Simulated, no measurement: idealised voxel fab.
process module | voxel trench capacitor
cross-section cut | 185 nm wide | cells 5 nm
A cross-section is a grid of square cells, given in bands from the top down. A band is one or more rows of cells.
Each band's line starts with the height of the band's top and of its bottom, in nm. Then come its materials from left to right, each with its width in nm. One material with "throughout" fills the band from edge to edge. "air" is empty space.
Height 0 is the level under which the wafer as received is all one material. The lowest band goes on downwards, as in "0 down".
A width such as "30 to 40" changes by the same amount from each row of cells to the next, from the band's top row to its bottom row.
"no change" after a step means that no cell of the cross-section changed.
closed voids: empty space of 8 cells or more with no open way to the top, each as width x height at its distance from the left edge, in nm
after a step's settings: what the simulator itself notes on the step
overlay nm, on a step with a mask: how far to the right of its planned place the mask lay; to the left if negative
plan
1 op RECEIVE | material Si
2 op CONFORMAL_DEP | material SiN | thk nm 5
3 op PATTERN | tone open | mask id TRENCH | material resist | width nm 30 | pitch nm 50 | thk nm 20 | overlay nm 0
4 op DIRECTIONAL_ETCH | etch materials SiN | depth nm 5
5 op DIRECTIONAL_ETCH | etch materials Si | depth nm 25
6 op STRIP | etch materials resist
7 op CONFORMAL_DEP | material Al2O3 | thk nm 5
8 op CONFORMAL_DEP | material TiN | thk nm 5
9 op FILL_DEP | material W | thk nm 10
10 op CMP | height nm 5
first wafer, as planned
as received, after step 1
  0 down: Si throughout
  closed voids: none
after step 2
  5 to 0: SiN throughout
  below 0: unchanged
after step 3
  25 to 5: resist 25 | air 30 | resist 20 | air 30 | resist 20 | air 30 | resist 30
  below 5: unchanged
after step 4
  25 to 5: resist 25 | air 30 | resist 20 | air 30 | resist 20 | air 30 | resist 30
  5 to 0: SiN 25 | air 30 | SiN 20 | air 30 | SiN 20 | air 30 | SiN 30
  below 0: unchanged
after step 5
  25 to 5: resist 25 | air 30 | resist 20 | air 30 | resist 20 | air 30 | resist 30
  5 to 0: SiN 25 | air 30 | SiN 20 | air 30 | SiN 20 | air 30 | SiN 30
  0 to -25: Si 25 | air 30 | Si 20 | air 30 | Si 20 | air 30 | Si 30
  below -25: unchanged
after step 6
  5 to 0: SiN 25 | air 30 | SiN 20 | air 30 | SiN 20 | air 30 | SiN 30
  below 0: unchanged
after step 7
  10 to 5: Al2O3 30 | air 20 | Al2O3 30 | air 20 | Al2O3 30 | air 20 | Al2O3 35
  5 to 0: SiN 25 | Al2O3 5 | air 20 | Al2O3 5 | SiN 20 | Al2O3 5 | air 20 | Al2O3 5 | SiN 20 | Al2O3 5 | air 20 | Al2O3 5 | SiN 30
  0 to -20: Si 25 | Al2O3 5 | air 20 | Al2O3 5 | Si 20 | Al2O3 5 | air 20 | Al2O3 5 | Si 20 | Al2O3 5 | air 20 | Al2O3 5 | Si 30
  -20 to -25: Si 25 | Al2O3 30 | Si 20 | Al2O3 30 | Si 20 | Al2O3 30 | Si 30
  below -25: unchanged
after step 8
  15 to 10: TiN 35 | air 10 | TiN 40 | air 10 | TiN 40 | air 10 | TiN 40
  10 to 5: Al2O3 30 | TiN 5 | air 10 | TiN 5 | Al2O3 30 | TiN 5 | air 10 | TiN 5 | Al2O3 30 | TiN 5 | air 10 | TiN 5 | Al2O3 35
  5 to 0: SiN 25 | Al2O3 5 | TiN 5 | air 10 | TiN 5 | Al2O3 5 | SiN 20 | Al2O3 5 | TiN 5 | air 10 | TiN 5 | Al2O3 5 | SiN 20 | Al2O3 5 | TiN 5 | air 10 | TiN 5 | Al2O3 5 | SiN 30
  0 to -15: Si 25 | Al2O3 5 | TiN 5 | air 10 | TiN 5 | Al2O3 5 | Si 20 | Al2O3 5 | TiN 5 | air 10 | TiN 5 | Al2O3 5 | Si 20 | Al2O3 5 | TiN 5 | air 10 | TiN 5 | Al2O3 5 | Si 30
  -15 to -20: Si 25 | Al2O3 5 | TiN 20 | Al2O3 5 | Si 20 | Al2O3 5 | TiN 20 | Al2O3 5 | Si 20 | Al2O3 5 | TiN 20 | Al2O3 5 | Si 30
  below -20: unchanged
after step 9
  25 to 15: W throughout
  15 to 10: TiN 35 | W 10 | TiN 40 | W 10 | TiN 40 | W 10 | TiN 40
  10 to 5: Al2O3 30 | TiN 5 | W 10 | TiN 5 | Al2O3 30 | TiN 5 | W 10 | TiN 5 | Al2O3 30 | TiN 5 | W 10 | TiN 5 | Al2O3 35
  5 to 0: SiN 25 | Al2O3 5 | TiN 5 | W 10 | TiN 5 | Al2O3 5 | SiN 20 | Al2O3 5 | TiN 5 | W 10 | TiN 5 | Al2O3 5 | SiN 20 | Al2O3 5 | TiN 5 | W 10 | TiN 5 | Al2O3 5 | SiN 30
  0 to -15: Si 25 | Al2O3 5 | TiN 5 | W 10 | TiN 5 | Al2O3 5 | Si 20 | Al2O3 5 | TiN 5 | W 10 | TiN 5 | Al2O3 5 | Si 20 | Al2O3 5 | TiN 5 | W 10 | TiN 5 | Al2O3 5 | Si 30
  below -15: unchanged
after step 10
  5 to 0: SiN 25 | Al2O3 5 | TiN 5 | W 10 | TiN 5 | Al2O3 5 | SiN 20 | Al2O3 5 | TiN 5 | W 10 | TiN 5 | Al2O3 5 | SiN 20 | Al2O3 5 | TiN 5 | W 10 | TiN 5 | Al2O3 5 | SiN 30
  below 0: unchanged
second wafer: like start, like plan, one mistake. Through step 2 it matches the first wafer
when step 3 should have ended
  25 to 5: resist 15 | air 30 | resist 20 | air 30 | resist 20 | air 30 | resist 40
  below 5: unchanged
when step 4 should have ended
  25 to 5: resist 15 | air 30 | resist 20 | air 30 | resist 20 | air 30 | resist 40
  5 to 0: SiN 15 | air 30 | SiN 20 | air 30 | SiN 20 | air 30 | SiN 40
  below 0: unchanged
when step 5 should have ended
  25 to 5: resist 15 | air 30 | resist 20 | air 30 | resist 20 | air 30 | resist 40
  5 to 0: SiN 15 | air 30 | SiN 20 | air 30 | SiN 20 | air 30 | SiN 40
  0 to -25: Si 15 | air 30 | Si 20 | air 30 | Si 20 | air 30 | Si 40
  below -25: unchanged
when step 6 should have ended
  5 to 0: SiN 15 | air 30 | SiN 20 | air 30 | SiN 20 | air 30 | SiN 40
  below 0: unchanged
when step 7 should have ended
  10 to 5: Al2O3 20 | air 20 | Al2O3 30 | air 20 | Al2O3 30 | air 20 | Al2O3 45
  5 to 0: SiN 15 | Al2O3 5 | air 20 | Al2O3 5 | SiN 20 | Al2O3 5 | air 20 | Al2O3 5 | SiN 20 | Al2O3 5 | air 20 | Al2O3 5 | SiN 40
  0 to -20: Si 15 | Al2O3 5 | air 20 | Al2O3 5 | Si 20 | Al2O3 5 | air 20 | Al2O3 5 | Si 20 | Al2O3 5 | air 20 | Al2O3 5 | Si 40
  -20 to -25: Si 15 | Al2O3 30 | Si 20 | Al2O3 30 | Si 20 | Al2O3 30 | Si 40
  below -25: unchanged
when step 8 should have ended
  15 to 10: TiN 25 | air 10 | TiN 40 | air 10 | TiN 40 | air 10 | TiN 50
  10 to 5: Al2O3 20 | TiN 5 | air 10 | TiN 5 | Al2O3 30 | TiN 5 | air 10 | TiN 5 | Al2O3 30 | TiN 5 | air 10 | TiN 5 | Al2O3 45
  5 to 0: SiN 15 | Al2O3 5 | TiN 5 | air 10 | TiN 5 | Al2O3 5 | SiN 20 | Al2O3 5 | TiN 5 | air 10 | TiN 5 | Al2O3 5 | SiN 20 | Al2O3 5 | TiN 5 | air 10 | TiN 5 | Al2O3 5 | SiN 40
  0 to -15: Si 15 | Al2O3 5 | TiN 5 | air 10 | TiN 5 | Al2O3 5 | Si 20 | Al2O3 5 | TiN 5 | air 10 | TiN 5 | Al2O3 5 | Si 20 | Al2O3 5 | TiN 5 | air 10 | TiN 5 | Al2O3 5 | Si 40
  -15 to -20: Si 15 | Al2O3 5 | TiN 20 | Al2O3 5 | Si 20 | Al2O3 5 | TiN 20 | Al2O3 5 | Si 20 | Al2O3 5 | TiN 20 | Al2O3 5 | Si 40
  below -20: unchanged
when step 9 should have ended
  25 to 15: W throughout
  15 to 10: TiN 25 | W 10 | TiN 40 | W 10 | TiN 40 | W 10 | TiN 50
  10 to 5: Al2O3 20 | TiN 5 | W 10 | TiN 5 | Al2O3 30 | TiN 5 | W 10 | TiN 5 | Al2O3 30 | TiN 5 | W 10 | TiN 5 | Al2O3 45
  5 to 0: SiN 15 | Al2O3 5 | TiN 5 | W 10 | TiN 5 | Al2O3 5 | SiN 20 | Al2O3 5 | TiN 5 | W 10 | TiN 5 | Al2O3 5 | SiN 20 | Al2O3 5 | TiN 5 | W 10 | TiN 5 | Al2O3 5 | SiN 40
  0 to -15: Si 15 | Al2O3 5 | TiN 5 | W 10 | TiN 5 | Al2O3 5 | Si 20 | Al2O3 5 | TiN 5 | W 10 | TiN 5 | Al2O3 5 | Si 20 | Al2O3 5 | TiN 5 | W 10 | TiN 5 | Al2O3 5 | Si 40
  below -15: unchanged
when step 10 should have ended
  5 to 0: SiN 15 | Al2O3 5 | TiN 5 | W 10 | TiN 5 | Al2O3 5 | SiN 20 | Al2O3 5 | TiN 5 | W 10 | TiN 5 | Al2O3 5 | SiN 20 | Al2O3 5 | TiN 5 | W 10 | TiN 5 | Al2O3 5 | SiN 40
  below 0: unchanged
what went wrong: step 3 ran as: op PATTERN | tone open | mask id TRENCH | material resist | width nm 30 | pitch nm 50 | thk nm 20 | overlay nm -10
at the end the second wafer has, in cells: as many of each material as the first, in other places
